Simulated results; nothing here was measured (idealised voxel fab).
This section sets out a process module, namely voxel wiring stack.
Cross-section cut: width 265 nm, square cells of 5 nm.
Think of the cross-section as a grid of square cells. We describe it in bands, top to bottom, and each band covers one or more rows of those cells. First you get the band's top height and its bottom height, in nm, and then the materials it's made of, left to right, with each width in nm. If you see a single material with "all across", that one covers the band edge to edge. "blank" is empty space. Height is counted from the level 0, under which the received wafer is composed throughout of one material. The lowest of the bands is not closed at the bottom but continues downward, in the notation "0 nm and below". The width entry "30..40" should be interpreted row by row: the top row of cells in the band takes the first number, the bottom row takes the second number, and the change between adjacent rows is uniform throughout. Take "no change occurred" at face value: in the step it is given for, the cross-section changed in none of its cells. Heads up: "Closed internal voids" only lists the empty pockets with no open path to the top that are 8 cells or more, and it writes them as width x height at distance, distance from the left edge, in nm. The remark found on a step's line after its settings is issued by the simulator itself and pertains to that step. overlay nm: step with mask; distance mask lay right of planned place; negative value = left of planned place.

-- The steps planned for the process are as follows
1: RECEIVE | material Si
2: CONFORMAL_DEP | material SiO2 | thk nm 10
3: CONFORMAL_DEP | material SiN | thk nm 5
4: DIRECTIONAL_DEP | material lowk | thk nm 25
5: MASKED_ETCH | tone open | mask id METAL_1 | width nm 20 | pitch nm 40 | etch materials lowk | depth nm 25 | overlay nm 0
6: MASKED_ETCH | tone open | mask id METAL_1 | width nm 20 | pitch nm 40 | etch materials SiN | depth nm 5 | overlay nm 0
7: CONFORMAL_DEP | material TiN | thk nm 5
8: FILL_DEP | material W | thk nm 10
9: CMP | height nm 40
10: CONFORMAL_DEP | material SiCN | thk nm 5
11: DIRECTIONAL_DEP | material lowk | thk nm 20
12: PATTERN | tone open | mask id PLUG_1 | material resist | width nm 15 | thk nm 20 | overlay nm 0
13: DIRECTIONAL_ETCH | etch materials lowk | depth nm 20
14: DIRECTIONAL_ETCH | etch materials SiCN | depth nm 5
15: STRIP | etch materials resist
16: EPI | material Ru | thk nm 10
17: EPI | material Ru | thk nm 10
18: EPI | material Ru | thk nm 5
19: DIRECTIONAL_DEP | material TiN | thk nm 5
20: DIRECTIONAL_DEP | material Ru | thk nm 15
21: PATTERN | tone cover | mask id METAL_2 | material resist | width nm 20 | pitch nm 40 | thk nm 15 | overlay nm 0
22: DIRECTIONAL_ETCH | etch materials Ru | depth nm 15
23: DIRECTIONAL_ETCH | etch materials TiN | depth nm 5
24: STRIP | etch materials resist
25: CONFORMAL_DEP | material SiN | thk nm 5
26: FILL_DEP | material SiO2 | thk nm 10
27: CMP | height nm 85
28: CONFORMAL_DEP | material SiCN | thk nm 5
29: DIRECTIONAL_DEP | material lowk | thk nm 15
30: PATTERN | tone open | mask id PLUG_2 | material resist | width nm 15 | pitch nm 40 | thk nm 15 | overlay nm 0
31: DIRECTIONAL_ETCH | etch materials lowk | depth nm 15
32: DIRECTIONAL_ETCH | etch materials SiCN | depth nm 5
33: STRIP | etch materials resist
34: EPI | material Ru | thk nm 10
35: EPI | material Ru | thk nm 10
36: DIRECTIONAL_DEP | material TiN | thk nm 5
37: DIRECTIONAL_DEP | material W | thk nm 25
38: DIRECTIONAL_DEP | material aC | thk nm 10
39: PATTERN | tone cover | mask id METAL_3 | material resist | width nm 20 | pitch nm 40 | thk nm 30 | overlay nm 0
40: DIRECTIONAL_ETCH | etch materials aC | depth nm 10
41: STRIP | etch materials resist
42: DIRECTIONAL_ETCH | etch materials W | depth nm 25
43: DIRECTIONAL_ETCH | etch materials TiN | depth nm 5
44: STRIP | etch materials aC
45: FILL_DEP | material SiO2 | thk nm 10
46: CMP | height nm 135
47: CONFORMAL_DEP | material SiCN | thk nm 5

-- This is the cross-section of the wafer as we received it, i.e. after step 1
  0 nm and below | Si all across
  Closed internal voids: none

-- Below is the wafer in cross-section after the module was completed. It began from the starting point shown above and followed the plan shown above, except that one mistake was made while running it
  140 nm to 135 nm | SiCN all across
  135 nm to 110 nm | 100 SiO2  20 W  20 SiO2  20 W  105 SiO2
  110 nm to 105 nm | 100 SiO2  20 TiN  20 SiO2  20 TiN  105 SiO2
  105 nm to 90 nm | 100 lowk  15 Ru  25 lowk  15 Ru  110 lowk
  90 nm to 85 nm | 100 SiCN  15 Ru  25 SiCN  15 Ru  110 SiCN
  85 nm to 70 nm | 100 SiN  20 Ru  20 SiN  20 Ru  105 SiN
  70 nm to 65 nm | 100 SiN  20 TiN  20 SiN  20 TiN  105 SiN
  65 nm to 45 nm | 100 lowk  15 Ru  150 lowk
  45 nm to 40 nm | 100 SiCN  15 Ru  150 SiCN
  40 nm to 15 nm | 100 lowk  5 TiN  10 W  5 TiN  20 lowk  5 TiN  10 W  5 TiN  105 lowk
  15 nm to 10 nm | 100 SiN  20 TiN  20 SiN  20 TiN  105 SiN
  10 nm to 0 nm | SiO2 all across
  0 nm and below | Si all across
  Closed internal voids: none
Here's what went sideways: note that step 26 departed from the planned setting and was carried out as FILL_DEP | material SiN | thk nm 10
